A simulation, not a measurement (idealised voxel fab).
Title: Process Module voxel lift off
The cross-section shown here is cut; it is 215 nm wide and divided into square cells measuring 5 nm on a side.
Just so we're on the same page, the cross-sections are grids of square cells, and they're listed out in bands top to bottom, each band one or more rows deep.
First you get the band's top height and its bottom height, in nm, and then the materials it's made of, left to right, with each width in nm. If you see a single material with "edge to edge", that one covers the band edge to edge. "empty" is empty space.
A quick word on heights: they are counted from 0, and under that level the wafer as it came to us is one material throughout. The lowest band is different from the rest in having no bottom; it simply continues downward, written as in "0 and below".
It should be noted that a width expressed as "30 to 40" varies in equal increments from row to row of cells within the band, taking the value of the first number at the top row and that of the second number at the bottom row.
"remains unaltered", as given for a step, is the statement that not any cell of the cross-section underwent a change during that step.
Closed empty spaces (no open way to the top) of 8 cells or more are what "Closed cavities" lists, each as width x height at distance from the left edge, nm for all three.
Text after the settings on a step's line: the simulator's own remark on that step.
What "overlay nm" on a step's line means: if the step has a mask, that mask lay this far to the right of its planned place, or, when the value is negative, to the left.

Process steps (planned)
step 1: RECEIVE with material Si
step 2: CONFORMAL_DEP with material Al2O3, thk nm 5
step 3: PATTERN with tone open, mask id LINES, material resist, width nm 15, pitch nm 45, thk nm 20, overlay nm 0
step 4: DIRECTIONAL_DEP with material Ru, thk nm 10
step 5: STRIP with etch materials resist
step 6: CONFORMAL_DEP with material SiCN, thk nm 10

Incoming wafer in cross-section (state: after step 1)
* 0 and below  Si edge to edge
* Closed cavities: none

As-planned run: cross-section of the first of two wafers at end of module
* 25 down to 15  empty 45 nm, then SiCN 35 nm, then empty 10 nm, then SiCN 35 nm, then empty 10 nm, then SiCN 35 nm, then empty 45 nm
* 15 down to 5  SiCN 55 nm, then Ru 15 nm, then SiCN 30 nm, then Ru 15 nm, then SiCN 30 nm, then Ru 15 nm, then SiCN 55 nm
* 5 down to 0  Al2O3 edge to edge
* 0 and below  Si edge to edge
* Closed cavities: none

Presented here is a cross-section of the second of the two wafers as it stood at the end of the module. It was started in the same manner and assigned the same plan as the first wafer; however, one mistake was made in its execution
* 25 down to 15  empty 35 nm, then SiCN 35 nm, then empty 10 nm, then SiCN 35 nm, then empty 10 nm, then SiCN 35 nm, then empty 55 nm
* 15 down to 5  SiCN 45 nm, then Ru 15 nm, then SiCN 30 nm, then Ru 15 nm, then SiCN 30 nm, then Ru 15 nm, then SiCN 65 nm
* 5 down to 0  Al2O3 edge to edge
* 0 and below  Si edge to edge
* Closed cavities: none
Processing error: step 3 was processed under conditions differing from the plan, specifically as PATTERN with tone open, mask id LINES, material resist, width nm 15, pitch nm 45, thk nm 20, overlay nm -10
Heads up: at the end the two wafers have identical cell counts per material, they're just laid out differently.
